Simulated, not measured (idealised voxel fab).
Name of the process module below: voxel ribs on slabs
It is cross-section cut that appears here, measuring 235 nm in width, its square cells being 5 nm in size.
Cross-section layout: square cells on a grid; listed as bands, top to bottom; a band spans one or more cell rows. In this notation a band is specified by the heights of its top and bottom, in that order and in nm, after which its materials appear from left to right, each paired with its width in nm. The word "edge to edge" attached to a single material means that material fills the band from edge to edge; the word "blank" stands for empty space. Heads up on the height convention: 0 is the point under which the incoming wafer is all one material, and the lowest band has no bottom, it just keeps going down, like "0 nm and below". Note: "30 to 40" means the width goes from the first number (top row of the band) to the second number (bottom row) in equal steps per row of cells. Step note "left unchanged" = no cross-section cell changed. What "Closed void roster" gives you is every empty space of 8 cells or more that is cut off from the top. Each appears as width x height at distance, with the distance taken from the left edge and width, height and distance all in nm. The remark found on a step's line after its settings is issued by the simulator itself and pertains to that step. overlay nm: mask right of planned place by this much (step with mask). Neg. = left.
# So here's the lineup of process steps we planned
1,op RECEIVE | material Si
2,op DIRECTIONAL_DEP | material SiO2 | thk nm 30
3,op DIRECTIONAL_DEP | material SiN | thk nm 20
4,op PATTERN | tone cover | mask id RIB | material resist | width nm 20 | thk nm 20 | overlay nm 0
5,op DIRECTIONAL_ETCH | etch materials SiN | depth nm 10
6,op STRIP | etch materials resist
7,op PATTERN | tone cover | mask id SLAB | material resist | width nm 50 | thk nm 20 | overlay nm 0
8,op DIRECTIONAL_ETCH | etch materials SiN | depth nm 10
9,op STRIP | etch materials resist
10,op FILL_DEP | material SiO2 | thk nm 15
11,op CMP | height nm 60
12,op DIRECTIONAL_DEP | material TiN | thk nm 10
13,op DIRECTIONAL_DEP | material aC | thk nm 10
14,op PATTERN | tone cover | mask id HEATER | material resist | width nm 30 | thk nm 30 | overlay nm 0
15,op DIRECTIONAL_ETCH | etch materials aC | depth nm 10
16,op STRIP | etch materials resist
17,op DIRECTIONAL_ETCH | etch materials TiN | depth nm 10
18,op STRIP | etch materials aC
19,op CONFORMAL_DEP | material SiN | thk nm 5
# Incoming wafer in cross-section (state: after step 1)
    0 nm and below  Si edge to edge
    Closed void roster: none
# One mistake in running the module, otherwise start and plan as above: cross-section at the end
    75 nm to 70 nm  blank 100  SiN 30  blank 105
    70 nm to 65 nm  blank 100  SiN 5  TiN 20  SiN 5  blank 105
    65 nm to 60 nm  SiN 105  TiN 20  SiN 110
    60 nm to 50 nm  SiO2 edge to edge
    50 nm to 40 nm  SiO2 105  SiN 20  SiO2 110
    40 nm to 30 nm  SiO2 90  SiN 50  SiO2 95
    30 nm to 0 nm  SiO2 edge to edge
    0 nm and below  Si edge to edge
    Closed void roster: none
What was the processing mistake? step 14 was not run as planned; what actually ran was op PATTERN | tone cover | mask id HEATER | material resist | width nm 20 | thk nm 30 | overlay nm 0
